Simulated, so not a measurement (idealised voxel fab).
Process module name: voxel wiring stack
Xsec cut, 300 nm wide, square cell size 5 nm.
Format of a cross-section: grid, square cells. Given as bands. Order: top down. Band: one or more rows of cells.
Basically the band line says how high the top is and how high the bottom is, in nm, and then what's in it from left to right, every material with its width in nm. Empty space shows up as "empty", and if a single material carries "all across" it runs the full band edge to edge.
Height 0 is the level under which the wafer as received is all one material. The lowest band goes on downwards, as in "0 nm and below".
You'd read "30 to 40" like this: the band's top row of cells is as wide as the first number, its bottom row is as wide as the second, and going down, every row changes width by the same amount as the row before did.
Where a step carries "nothing different", the cross-section came out of it unchanged, cell for cell.
Look at "Closed void inventory" for the closed voids: empty spaces with no open path to the top, sized 8 cells or up. Each is width x height at distance, distance from the left edge, all nm.
after a step's settings: what the simulator itself notes on the step
overlay nm: where the mask lay relative to plan, measured to the right, on steps with a mask; negatives go left.
# The process steps that were planned are listed below
1: op RECEIVE | material Si
2: op CONFORMAL_DEP | material SiO2 | thk nm 15
3: op DIRECTIONAL_DEP | material TiN | thk nm 5
4: op DIRECTIONAL_DEP | material W | thk nm 25
5: op DIRECTIONAL_DEP | material aC | thk nm 15
6: op PATTERN | tone cover | mask id METAL_1 | material resist | width nm 30 | pitch nm 50 | thk nm 35 | overlay nm 0
7: op DIRECTIONAL_ETCH | etch materials aC | depth nm 15
8: op STRIP | etch materials resist
9: op DIRECTIONAL_ETCH | etch materials W | depth nm 25
10: op DIRECTIONAL_ETCH | etch materials TiN | depth nm 5
11: op STRIP | etch materials aC
12: op CONFORMAL_DEP | material SiCN | thk nm 5
13: op FILL_DEP | material lowk | thk nm 10
14: op CMP | height nm 45
15: op CONFORMAL_DEP | material SiCN | thk nm 5
16: op DIRECTIONAL_DEP | material SiO2 | thk nm 15
17: op DIRECTIONAL_DEP | material aC | thk nm 10
18: op PATTERN | tone open | mask id PLUG_1 | material resist | width nm 15 | pitch nm 50 | thk nm 30 | overlay nm 0
19: op DIRECTIONAL_ETCH | etch materials aC | depth nm 10
20: op STRIP | etch materials resist
21: op DIRECTIONAL_ETCH | etch materials SiO2 | depth nm 15
22: op DIRECTIONAL_ETCH | etch materials SiCN | depth nm 5
23: op STRIP | etch materials aC
24: op EPI | material Ru | thk nm 10
25: op EPI | material Ru | thk nm 10
26: op DIRECTIONAL_DEP | material TiN | thk nm 5
27: op DIRECTIONAL_DEP | material Ru | thk nm 15
28: op PATTERN | tone cover | mask id METAL_2 | material resist | width nm 20 | pitch nm 50 | thk nm 15 | overlay nm 0
29: op DIRECTIONAL_ETCH | etch materials Ru | depth nm 15
30: op DIRECTIONAL_ETCH | etch materials TiN | depth nm 5
31: op STRIP | etch materials resist
32: op CONFORMAL_DEP | material SiN | thk nm 5
33: op FILL_DEP | material lowk | thk nm 10
34: op CMP | height nm 85
35: op CONFORMAL_DEP | material SiN | thk nm 5
Same starting wafers, different width nm at step 28. Plan value belongs to the first wafer.
# Step 1 complete: as-received cross-section of the first of several wafers
- 0 nm and below = Si all across
- Closed void inventory: none
# Every row in this table is a wafer at the end of the module, and it gives, for each of the materials, the cells that wafer has gained (+) or lost (-) since it was received, then its closed voids
width nm 20; +72 Ru; +123 SiCN; +126 SiN; +333 SiO2; +30 TiN; +90 W; +306 lowk; Closed void inventory: none
width nm 25; +81 Ru; +123 SiCN; +123 SiN; +333 SiO2; +33 TiN; +90 W; +297 lowk; Closed void inventory: none
width nm 30; +90 Ru; +123 SiCN; +120 SiN; +333 SiO2; +36 TiN; +90 W; +288 lowk; Closed void inventory: none
width nm 35; +99 Ru; +123 SiCN; +117 SiN; +333 SiO2; +39 TiN; +90 W; +279 lowk; Closed void inventory: none
